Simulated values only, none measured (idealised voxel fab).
process module | voxel air gaps
cross-section cut | 185 nm wide | cells 5 nm
A cross-section is a grid of square cells, given in bands from the top down. A band is one or more rows of cells.
Each band's line starts with the height of the band's top and of its bottom, in nm. Then come its materials from left to right, each with its width in nm. One material with "throughout" fills the band from edge to edge. "air" is empty space.
Height 0 is the level under which the wafer as received is all one material. The lowest band goes on downwards, as in "0 down".
A width such as "30 to 40" changes by the same amount from each row of cells to the next, from the band's top row to its bottom row.
"no change" after a step means that no cell of the cross-section changed.
closed voids: empty space of 8 cells or more with no open way to the top, each as width x height at its distance from the left edge, in nm
after a step's settings: what the simulator itself notes on the step
overlay nm, on a step with a mask: how far to the right of its planned place the mask lay; to the left if negative
plan
1 op RECEIVE | material Si
2 op CONFORMAL_DEP | material SiO2 | thk nm 10
3 op CONFORMAL_DEP | material SiN | thk nm 5
4 op DIRECTIONAL_DEP | material lowk | thk nm 40
5 op MASKED_ETCH | tone open | mask id LINES | width nm 20 | pitch nm 50 | etch materials lowk | depth nm 40 | overlay nm 0
6 op CONFORMAL_DEP | material TiN | thk nm 5
7 op FILL_DEP | material Cu | thk nm 10
8 op CMP | height nm 55
9 op EPI | material Ru | thk nm 10
10 op SELECTIVE_ETCH | etch materials lowk | depth nm 50
11 op CONFORMAL_DEP | material SiCN | thk nm 5
as received, after step 1
  0 down: Si throughout
  closed voids: none
first wafer at the end, as planned
  70 to 65: air 15 | SiCN 150 | air 20
  65 to 55: air 15 | SiCN 5 | Ru 40 | SiCN 10 | Ru 40 | SiCN 10 | Ru 40 | SiCN 5 | air 20
  55 to 50: air 15 | SiCN 15 | TiN 5 | Cu 10 | TiN 5 | SiCN 30 | TiN 5 | Cu 10 | TiN 5 | SiCN 30 | TiN 5 | Cu 10 | TiN 5 | SiCN 15 | air 20
  50 to 20: air 25 | SiCN 5 | TiN 5 | Cu 10 | TiN 5 | SiCN 5 | air 20 | SiCN 5 | TiN 5 | Cu 10 | TiN 5 | SiCN 5 | air 20 | SiCN 5 | TiN 5 | Cu 10 | TiN 5 | SiCN 5 | air 30
  20 to 15: SiCN 30 | TiN 20 | SiCN 30 | TiN 20 | SiCN 30 | TiN 20 | SiCN 35
  15 to 10: SiN throughout
  10 to 0: SiO2 throughout
  0 down: Si throughout
  closed voids: 20 x 30 at 55; 20 x 30 at 105
second wafer at the end: like start, like plan, one mistake
  70 to 65: air 10 | SiCN 160 | air 15
  65 to 55: air 10 | SiCN 5 | Ru 150 | SiCN 5 | air 15
  55 to 50: air 10 | SiCN 15 | TiN 5 | Cu 20 | TiN 5 | lowk 20 | TiN 5 | Cu 20 | TiN 5 | lowk 20 | TiN 5 | Cu 20 | TiN 5 | SiCN 15 | air 15
  50 to 20: air 20 | SiCN 5 | TiN 5 | Cu 20 | TiN 5 | lowk 20 | TiN 5 | Cu 20 | TiN 5 | lowk 20 | TiN 5 | Cu 20 | TiN 5 | SiCN 5 | air 25
  20 to 15: SiCN 25 | TiN 30 | lowk 20 | TiN 30 | lowk 20 | TiN 30 | SiCN 30
  15 to 10: SiN throughout
  10 to 0: SiO2 throughout
  0 down: Si throughout
  closed voids: none
what went wrong: step 5 ran as: op MASKED_ETCH | tone open | mask id LINES | width nm 30 | pitch nm 50 | etch materials lowk | depth nm 40 | overlay nm 0
at the end the second wafer has, in cells: 42 more of Cu | 12 more of Ru | 56 fewer of SiCN | 6 more of TiN | 64 more of lowk
closed voids at the end (first wafer, second wafer): 2, 0
